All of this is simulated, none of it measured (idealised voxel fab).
You're looking at the process module voxel trench capacitor.
Section shown: cut. Width: 175 nm. Cell size: 5 nm, square.
Square cells in a grid make up a cross-section in this document, and the grid is given as bands, listed from the top down, each one or more rows of cells.
What a band's entry tells you: where the top is and where the bottom is, as heights in nm, and after that what lies inside, material by material from left to right, each with its width in nm. Empty space is written as the word "air", and a single material marked with the word "throughout" occupies the band from edge to edge.
Ref level 0: as-received wafer is one material below here. Bottom band extends down with no lower bound ("0 -> down").
So if you see something like "30 to 40" for the width, read it as the top row of the band sitting at the first number and the bottom row at the second, with every row in between moving by the same amount as the last.
No cell of the cross-section changed in a step that is given as "same as before".
The label "Tabulated closed voids" introduces a list of the empty spaces, 8 cells or larger, that have no open way up to the top; each entry in it reads width x height at distance, where the distance is taken from the left edge and all three are stated in nm.
It should be noted that, on the line of a given step, the content following the step's settings is a remark produced by the simulator itself with respect to that step.
overlay nm: where the mask lay relative to plan, measured to the right, on steps with a mask; negatives go left.
PROCESS STEPS (PLANNED)
1: RECEIVE (material Si)
2: CONFORMAL_DEP (material SiN; thk nm 10)
3: DIRECTIONAL_DEP (material aC; thk nm 15)
4: PATTERN (tone open; mask id TRENCH; material resist; width nm 25; pitch nm 55; thk nm 35; overlay nm 0)
5: DIRECTIONAL_ETCH (etch materials aC; depth nm 15)
6: STRIP (etch materials resist)
7: DIRECTIONAL_ETCH (etch materials SiN; depth nm 10)
8: DIRECTIONAL_ETCH (etch materials Si; depth nm 25)
9: STRIP (etch materials aC)
10: CONFORMAL_DEP (material Al2O3; thk nm 5)
11: CONFORMAL_DEP (material TiN; thk nm 5)
12: FILL_DEP (material W; thk nm 10)
13: CMP (height nm 10)
FIRST WAFER OUT OF TWO, PROCESSED AS PLANNED
CROSS-SECTIONAL VIEW OF THE WAFER IN ITS AS-RECEIVED CONDITION, CORRESPONDING TO THE STATE AFTER STEP 1
0 -> down: Si throughout
Tabulated closed voids: none
THE WAFER IN CROSS-SECTION ONCE STEP 2 IS COMPLETE
10 -> 0: SiN throughout
Note: structure below 0 unchanged.
THE WAFER IN CROSS-SECTION ONCE STEP 3 IS COMPLETE
25 -> 10: aC throughout
Note: structure below 10 unchanged.
THE WAFER IN CROSS-SECTION ONCE STEP 4 IS COMPLETE
60 -> 25: resist=45, then air=25, then resist=30, then air=25, then resist=50
Note: structure below 25 unchanged.
THE WAFER IN CROSS-SECTION ONCE STEP 5 IS COMPLETE
45 -> 25: resist=45, then air=25, then resist=30, then air=25, then resist=50
25 -> 10: aC=45, then air=25, then aC=30, then air=25, then aC=50
Note: structure below 10 unchanged.
THE WAFER IN CROSS-SECTION ONCE STEP 6 IS COMPLETE
25 -> 10: aC=45, then air=25, then aC=30, then air=25, then aC=50
Note: structure below 10 unchanged.
THE WAFER IN CROSS-SECTION ONCE STEP 7 IS COMPLETE
25 -> 10: aC=45, then air=25, then aC=30, then air=25, then aC=50
10 -> 0: SiN=45, then air=25, then SiN=30, then air=25, then SiN=50
Note: structure below 0 unchanged.
THE WAFER IN CROSS-SECTION ONCE STEP 8 IS COMPLETE
25 -> 10: aC=45, then air=25, then aC=30, then air=25, then aC=50
10 -> 0: SiN=45, then air=25, then SiN=30, then air=25, then SiN=50
0 -> -25: Si=45, then air=25, then Si=30, then air=25, then Si=50
Note: structure below -25 unchanged.
THE WAFER IN CROSS-SECTION ONCE STEP 9 IS COMPLETE
10 -> 0: SiN=45, then air=25, then SiN=30, then air=25, then SiN=50
Note: structure below 0 unchanged.
THE WAFER IN CROSS-SECTION ONCE STEP 10 IS COMPLETE
15 -> 10: Al2O3=50, then air=15, then Al2O3=40, then air=15, then Al2O3=55
10 -> 0: SiN=45, then Al2O3=5, then air=15, then Al2O3=5, then SiN=30, then Al2O3=5, then air=15, then Al2O3=5, then SiN=50
0 -> -20: Si=45, then Al2O3=5, then air=15, then Al2O3=5, then Si=30, then Al2O3=5, then air=15, then Al2O3=5, then Si=50
-20 -> -25: Si=45, then Al2O3=25, then Si=30, then Al2O3=25, then Si=50
Note: structure below -25 unchanged.
THE WAFER IN CROSS-SECTION ONCE STEP 11 IS COMPLETE
20 -> 15: TiN=55, then air=5, then TiN=50, then air=5, then TiN=60
15 -> 10: Al2O3=50, then TiN=5, then air=5, then TiN=5, then Al2O3=40, then TiN=5, then air=5, then TiN=5, then Al2O3=55
10 -> 0: SiN=45, then Al2O3=5, then TiN=5, then air=5, then TiN=5, then Al2O3=5, then SiN=30, then Al2O3=5, then TiN=5, then air=5, then TiN=5, then Al2O3=5, then SiN=50
0 -> -15: Si=45, then Al2O3=5, then TiN=5, then air=5, then TiN=5, then Al2O3=5, then Si=30, then Al2O3=5, then TiN=5, then air=5, then TiN=5, then Al2O3=5, then Si=50
-15 -> -20: Si=45, then Al2O3=5, then TiN=15, then Al2O3=5, then Si=30, then Al2O3=5, then TiN=15, then Al2O3=5, then Si=50
Note: structure below -20 unchanged.
THE WAFER IN CROSS-SECTION ONCE STEP 12 IS COMPLETE
30 -> 20: W throughout
20 -> 15: TiN=55, then W=5, then TiN=50, then W=5, then TiN=60
15 -> 10: Al2O3=50, then TiN=5, then W=5, then TiN=5, then Al2O3=40, then TiN=5, then W=5, then TiN=5, then Al2O3=55
10 -> 0: SiN=45, then Al2O3=5, then TiN=5, then W=5, then TiN=5, then Al2O3=5, then SiN=30, then Al2O3=5, then TiN=5, then W=5, then TiN=5, then Al2O3=5, then SiN=50
0 -> -15: Si=45, then Al2O3=5, then TiN=5, then W=5, then TiN=5, then Al2O3=5, then Si=30, then Al2O3=5, then TiN=5, then W=5, then TiN=5, then Al2O3=5, then Si=50
Note: structure below -15 unchanged.
THE WAFER IN CROSS-SECTION ONCE STEP 13 IS COMPLETE
10 -> 0: SiN=45, then Al2O3=5, then TiN=5, then W=5, then TiN=5, then Al2O3=5, then SiN=30, then Al2O3=5, then TiN=5, then W=5, then TiN=5, then Al2O3=5, then SiN=50
Note: structure below 0 unchanged.
THE REMAINING WAFER, SECOND OF THE TWO, STARTED LIKE THE FIRST AND WAS RUN TO THE SAME PLAN, EXCEPT THAT ONE MISTAKE WAS MADE ALONG THE WAY; THE TWO COINCIDE THROUGH STEP 3, INCLUSIVE
HERE IS THE SECOND WAFER IN CROSS-SECTION AT THE POINT WHERE STEP 4 OF THE PLAN SHOULD HAVE BEEN DONE
60 -> 25: air=45, then resist=25, then air=30, then resist=25, then air=50
Note: structure below 25 unchanged.
HERE IS THE SECOND WAFER IN CROSS-SECTION AT THE POINT WHERE STEP 5 OF THE PLAN SHOULD HAVE BEEN DONE
45 -> 25: air=45, then resist=25, then air=30, then resist=25, then air=50
25 -> 10: air=45, then aC=25, then air=30, then aC=25, then air=50
Note: structure below 10 unchanged.
HERE IS THE SECOND WAFER IN CROSS-SECTION AT THE POINT WHERE STEP 6 OF THE PLAN SHOULD HAVE BEEN DONE
25 -> 10: air=45, then aC=25, then air=30, then aC=25, then air=50
Note: structure below 10 unchanged.
HERE IS THE SECOND WAFER IN CROSS-SECTION AT THE POINT WHERE STEP 7 OF THE PLAN SHOULD HAVE BEEN DONE
25 -> 10: air=45, then aC=25, then air=30, then aC=25, then air=50
10 -> 0: air=45, then SiN=25, then air=30, then SiN=25, then air=50
Note: structure below 0 unchanged.
HERE IS THE SECOND WAFER IN CROSS-SECTION AT THE POINT WHERE STEP 8 OF THE PLAN SHOULD HAVE BEEN DONE
25 -> 10: air=45, then aC=25, then air=30, then aC=25, then air=50
10 -> 0: air=45, then SiN=25, then air=30, then SiN=25, then air=50
0 -> -25: air=45, then Si=25, then air=30, then Si=25, then air=50
Note: structure below -25 unchanged.
HERE IS THE SECOND WAFER IN CROSS-SECTION AT THE POINT WHERE STEP 9 OF THE PLAN SHOULD HAVE BEEN DONE
10 -> 0: air=45, then SiN=25, then air=30, then SiN=25, then air=50
Note: structure below 0 unchanged.
HERE IS THE SECOND WAFER IN CROSS-SECTION AT THE POINT WHERE STEP 10 OF THE PLAN SHOULD HAVE BEEN DONE
15 -> 10: air=40, then Al2O3=35, then air=20, then Al2O3=35, then air=45
10 -> 0: air=40, then Al2O3=5, then SiN=25, then Al2O3=5, then air=20, then Al2O3=5, then SiN=25, then Al2O3=5, then air=45
0 -> -20: air=40, then Al2O3=5, then Si=25, then Al2O3=5, then air=20, then Al2O3=5, then Si=25, then Al2O3=5, then air=45
-20 -> -25: Al2O3=45, then Si=25, then Al2O3=30, then Si=25, then Al2O3=50
Note: structure below -25 unchanged.
HERE IS THE SECOND WAFER IN CROSS-SECTION AT THE POINT WHERE STEP 11 OF THE PLAN SHOULD HAVE BEEN DONE
20 -> 15: air=35, then TiN=45, then air=10, then TiN=45, then air=40
15 -> 10: air=35, then TiN=5, then Al2O3=35, then TiN=5, then air=10, then TiN=5, then Al2O3=35, then TiN=5, then air=40
10 -> 0: air=35, then TiN=5, then Al2O3=5, then SiN=25, then Al2O3=5, then TiN=5, then air=10, then TiN=5, then Al2O3=5, then SiN=25, then Al2O3=5, then TiN=5, then air=40
0 -> -15: air=35, then TiN=5, then Al2O3=5, then Si=25, then Al2O3=5, then TiN=5, then air=10, then TiN=5, then Al2O3=5, then Si=25, then Al2O3=5, then TiN=5, then air=40
-15 -> -20: TiN=40, then Al2O3=5, then Si=25, then Al2O3=5, then TiN=20, then Al2O3=5, then Si=25, then Al2O3=5, then TiN=45
Note: structure below -20 unchanged.
HERE IS THE SECOND WAFER IN CROSS-SECTION AT THE POINT WHERE STEP 12 OF THE PLAN SHOULD HAVE BEEN DONE
30 -> 20: W throughout
20 -> 15: W=35, then TiN=45, then W=10, then TiN=45, then W=40
15 -> 10: W=35, then TiN=5, then Al2O3=35, then TiN=5, then W=10, then TiN=5, then Al2O3=35, then TiN=5, then W=40
10 -> 0: W=35, then TiN=5, then Al2O3=5, then SiN=25, then Al2O3=5, then TiN=5, then W=10, then TiN=5, then Al2O3=5, then SiN=25, then Al2O3=5, then TiN=5, then W=40
0 -> -15: W=35, then TiN=5, then Al2O3=5, then Si=25, then Al2O3=5, then TiN=5, then W=10, then TiN=5, then Al2O3=5, then Si=25, then Al2O3=5, then TiN=5, then W=40
Note: structure below -15 unchanged.
HERE IS THE SECOND WAFER IN CROSS-SECTION AT THE POINT WHERE STEP 13 OF THE PLAN SHOULD HAVE BEEN DONE
10 -> 0: W=35, then TiN=5, then Al2O3=5, then SiN=25, then Al2O3=5, then TiN=5, then W=10, then TiN=5, then Al2O3=5, then SiN=25, then Al2O3=5, then TiN=5, then W=40
Note: structure below 0 unchanged.
Run error: for step 4, the planned setting was not used; the step was instead run as PATTERN (tone cover; mask id TRENCH; material resist; width nm 25; pitch nm 55; thk nm 35; overlay nm 0)
It is noted that, at the conclusion of processing, the second wafer exhibits a higher or lower cell count for certain materials relative to the first: +15 Al2O3, -75 Si, -30 SiN, +15 TiN, +75 W
